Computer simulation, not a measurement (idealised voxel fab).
Process module in this document: voxel gate over fins
It is cross-section cut that appears here, measuring 250 nm in width, its square cells being 5 nm in size.
The cross-sections in this document take the form of a grid made of square cells. They are written out as bands, in order from top to bottom. Each band consists of one or more rows of cells. This entry defines a band. It first specifies the height of the band's top and the height of its bottom in nm, and then specifies the band's materials from left to right, stating each material with its width in nm. The word "full width" identifies a single material that fills the band from edge to edge, while the word "empty" identifies empty space. Where do heights start? At 0: under that level the wafer as delivered is made of one material only. And the lowest band has no floor; it just carries on downward, as in "from 0 down". So if you see something like "30..40" for the width, read it as the top row of the band sitting at the first number and the bottom row at the second, with every row in between moving by the same amount as the last. Step note "all unchanged" = no cross-section cell changed. Each empty space that has no open way to the top and spans at least 8 cells appears under "Sealed cavities" as width x height at distance, the distance counted from the left edge, all in nm. Note: text after step settings on the step line = simulator remark on that step. "overlay nm" answers the question of how far to the right of plan the mask lay on a step that has a mask, and when it is negative the answer is to the left.
Listed below are the process steps as planned
1 RECEIVE, material Si
2 CONFORMAL_DEP, material SiN, thk nm 5
3 MASKED_ETCH, tone cover, mask id FINS, width nm 15, pitch nm 55, etch materials SiN, depth nm 5, overlay nm 0
4 MASKED_ETCH, tone cover, mask id FINS, width nm 15, pitch nm 55, etch materials Si, depth nm 40, overlay nm 0
5 OXIDIZE, depth nm 5
6 FILL_DEP, material SiO2, thk nm 15
7 CMP, height nm 5
8 MASKED_ETCH, tone open, mask id RAIL, width nm 15, etch materials SiO2, depth nm 40, overlay nm 0
9 CONFORMAL_DEP, material TiN, thk nm 5
10 FILL_DEP, material W, thk nm 10
11 CMP, height nm 5
12 SELECTIVE_ETCH, etch materials W Ru TiN, depth nm 30
13 FILL_DEP, material SiO2, thk nm 5
14 CMP, height nm 5
15 SELECTIVE_ETCH, etch materials SiO2, depth nm 20
16 STRIP, etch materials SiN
17 CONFORMAL_DEP, material HfO2, thk nm 5
18 CONFORMAL_DEP, material TiN, thk nm 5
19 FILL_DEP, material W, thk nm 10
20 CMP, height nm 15
21 CONFORMAL_DEP, material SiN, thk nm 5
Cross-section of the incoming wafer, state after step 1
- from 0 down: Si full width
- Sealed cavities: none
a wafer at the end: this start, this plan, one mistake
- from 20 to 15: SiN full width
- from 15 to 10: W full width
- from 10 to 5: W: 30 | TiN: 25 | W: 30 | TiN: 25 | W: 30 | TiN: 25 | W: 30 | TiN: 25 | W: 30
- from 5 to 0: W: 30 | TiN: 5 | HfO2: 15 | TiN: 5 | W: 30 | TiN: 5 | HfO2: 15 | TiN: 5 | W: 30 | TiN: 5 | HfO2: 15 | TiN: 5 | W: 30 | TiN: 5 | HfO2: 15 | TiN: 5 | W: 30
- from 0 to -15: W: 30 | TiN: 5 | HfO2: 5 | Si: 5 | HfO2: 5 | TiN: 5 | W: 30 | TiN: 5 | HfO2: 5 | Si: 5 | HfO2: 5 | TiN: 5 | W: 30 | TiN: 5 | HfO2: 5 | Si: 5 | HfO2: 5 | TiN: 5 | W: 30 | TiN: 5 | HfO2: 5 | Si: 5 | HfO2: 5 | TiN: 5 | W: 30
- from -15 to -20: W: 30 | TiN: 5 | HfO2: 5 | Si: 5 | HfO2: 5 | TiN: 40 | HfO2: 5 | Si: 5 | HfO2: 5 | TiN: 5 | W: 30 | TiN: 5 | HfO2: 5 | Si: 5 | HfO2: 5 | TiN: 5 | W: 30 | TiN: 5 | HfO2: 5 | Si: 5 | HfO2: 5 | TiN: 5 | W: 30
- from -20 to -25: W: 30 | TiN: 5 | HfO2: 5 | Si: 5 | HfO2: 5 | TiN: 5 | HfO2: 25 | TiN: 10 | HfO2: 5 | Si: 5 | HfO2: 5 | TiN: 5 | W: 30 | TiN: 5 | HfO2: 5 | Si: 5 | HfO2: 5 | TiN: 5 | W: 30 | TiN: 5 | HfO2: 5 | Si: 5 | HfO2: 5 | TiN: 5 | W: 30
- from -25 to -30: TiN: 35 | HfO2: 5 | Si: 5 | HfO2: 5 | TiN: 5 | HfO2: 5 | TiN: 5 | W: 5 | TiN: 5 | HfO2: 5 | TiN: 10 | HfO2: 5 | Si: 5 | HfO2: 5 | TiN: 40 | HfO2: 5 | Si: 5 | HfO2: 5 | TiN: 40 | HfO2: 5 | Si: 5 | HfO2: 5 | TiN: 35
- from -30 to -35: HfO2: 40 | Si: 5 | HfO2: 15 | TiN: 15 | HfO2: 20 | Si: 5 | HfO2: 50 | Si: 5 | HfO2: 50 | Si: 5 | HfO2: 40
- from -35 to -45: SiO2: 40 | Si: 5 | SiO2: 50 | Si: 5 | SiO2: 50 | Si: 5 | SiO2: 50 | Si: 5 | SiO2: 40
- from -45 down: Si full width
- Sealed cavities: none
Error vs. plan: the plan had its step 15 run twice
